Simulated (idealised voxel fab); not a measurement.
Process module under the name voxel transistor to metal
We display cut, a cross-section 285 nm in width whose square cells are each 5 nm.
Heads up, the way a cross-section reads in here is a grid of square cells, handed over as bands from the top down, with every band being one or more rows of cells. Look at the band entry: it leads with the top's height and the bottom's height in nm. Then it lists the materials left to right, with a width in nm for each. The word "all across" on a single material says that material fills the band edge to edge. The word "empty" is empty space. Convention: height 0 is the level below which the wafer, as received, is all one material. The lowest band does not terminate at the bottom but continues downward, represented as "from 0 down". Note: "30..40" means the width goes from the first number (top row of the band) to the second number (bottom row) in equal steps per row of cells. "nothing got changed" for a step: no cell of the cross-section changed in that step. What "Trapped voids" gives you is every empty space of 8 cells or more that is cut off from the top. Each appears as width x height at distance, with the distance taken from the left edge and width, height and distance all in nm. Heads up: the bit after the settings on a step's line is the simulator's remark on that step. "overlay nm", when on a step's line for a step with a mask, measures how far to the right of its planned place the mask lay; a negative measure means to the left.

### Intended process steps
| 1 | RECEIVE,material Si |
| 2 | OXIDIZE,depth nm 5 |
| 3 | CONFORMAL_DEP,material SiN,thk nm 10 |
| 4 | MASKED_ETCH,tone cover,mask id ACTIVE,width nm 110,pitch nm 140,etch materials SiN,depth nm 10,overlay nm 0 |
| 5 | MASKED_ETCH,tone cover,mask id ACTIVE,width nm 110,pitch nm 140,etch materials SiO2,depth nm 5,overlay nm 0 |
| 6 | MASKED_ETCH,tone cover,mask id ACTIVE,width nm 110,pitch nm 140,etch materials Si,depth nm 35,overlay nm 0 |
| 7 | OXIDIZE,depth nm 5 |
| 8 | FILL_DEP,material SiO2,thk nm 5 |
| 9 | CMP,height nm 10 |
| 10 | SELECTIVE_ETCH,etch materials SiO2,depth nm 10 |
| 11 | STRIP,etch materials SiN |
| 12 | SELECTIVE_ETCH,etch materials SiO2,depth nm 5 |
| 13 | OXIDIZE,depth nm 5 |
| 14 | DIRECTIONAL_DEP,material polySi,thk nm 30 |
| 15 | DIRECTIONAL_DEP,material SiCN,thk nm 15 |
| 16 | DIRECTIONAL_DEP,material aC,thk nm 15 |
| 17 | PATTERN,tone cover,mask id GATE,material resist,width nm 15,pitch nm 140,thk nm 30,overlay nm 0 |
| 18 | DIRECTIONAL_ETCH,etch materials aC,depth nm 15 |
| 19 | STRIP,etch materials resist |
| 20 | DIRECTIONAL_ETCH,etch materials SiCN,depth nm 25 |
| 21 | DIRECTIONAL_ETCH,etch materials polySi,depth nm 40 |
| 22 | STRIP,etch materials aC |
| 23 | CONFORMAL_DEP,material SiO2,thk nm 5 |
| 24 | DIRECTIONAL_ETCH,etch materials SiO2,depth nm 5 |
| 25 | CONFORMAL_DEP,material SiN,thk nm 5 |
| 26 | DIRECTIONAL_ETCH,etch materials SiN,depth nm 5 |
| 27 | DIRECTIONAL_ETCH,etch materials SiO2,depth nm 5 |
| 28 | EPI,material pSi,thk nm 5 |
| 29 | FILL_DEP,material SiO2,thk nm 10 |
| 30 | CMP,height nm 40 |
| 31 | DIRECTIONAL_DEP,material SiO2,thk nm 15 |
| 32 | PATTERN,tone open,mask id CONTACT,material resist,width nm 20,pitch nm 70,thk nm 20,overlay nm 0 |
| 33 | DIRECTIONAL_ETCH,etch materials SiO2,depth nm 60 |
| 34 | STRIP,etch materials resist |
| 35 | CONFORMAL_DEP,material TiN,thk nm 5 |
| 36 | FILL_DEP,material W,thk nm 5 |
| 37 | CMP,height nm 55 |
| 38 | CONFORMAL_DEP,material SiCN,thk nm 5 |
| 39 | DIRECTIONAL_DEP,material SiO2,thk nm 20 |
| 40 | PATTERN,tone open,mask id METAL_1,material resist,width nm 20,pitch nm 70,thk nm 15,overlay nm 0 |
| 41 | DIRECTIONAL_ETCH,etch materials SiO2,depth nm 20 |
| 42 | DIRECTIONAL_ETCH,etch materials SiCN,depth nm 5 |
| 43 | STRIP,etch materials resist |
| 44 | CONFORMAL_DEP,material TiN,thk nm 5 |
| 45 | FILL_DEP,material Cu,thk nm 10 |
| 46 | CMP,height nm 80 |
| 47 | CONFORMAL_DEP,material SiN,thk nm 5 |
It is noted that the wafers described herein are identical at the outset and are distinguished by the width nm of step 17; the value stated in the plan corresponds to the first wafer.

### Cross-section of the first of several wafers as received (after step 1)
  from 0 down: Si all across
  Trapped voids: none

### wafer rows; end of module; cells per material since receipt: (+) gained, (-) lost; then closed voids
width nm 15, +32 Cu, -233 Si, +59 SiCN, +93 SiN, +712 SiO2, +152 TiN, +88 W, +30 pSi, +36 polySi, Trapped voids: none
width nm 20, +32 Cu, -233 Si, +65 SiCN, +93 SiN, +696 SiO2, +152 TiN, +88 W, +28 pSi, +48 polySi, Trapped voids: none
width nm 25, +32 Cu, -233 Si, +71 SiCN, +93 SiN, +680 SiO2, +152 TiN, +88 W, +26 pSi, +60 polySi, Trapped voids: none
width nm 30, +32 Cu, -233 Si, +77 SiCN, +93 SiN, +664 SiO2, +152 TiN, +88 W, +24 pSi, +72 polySi, Trapped voids: none
width nm 35, +32 Cu, -233 Si, +83 SiCN, +93 SiN, +666 SiO2, +152 TiN, +70 W, +22 pSi, +84 polySi, Trapped voids: none
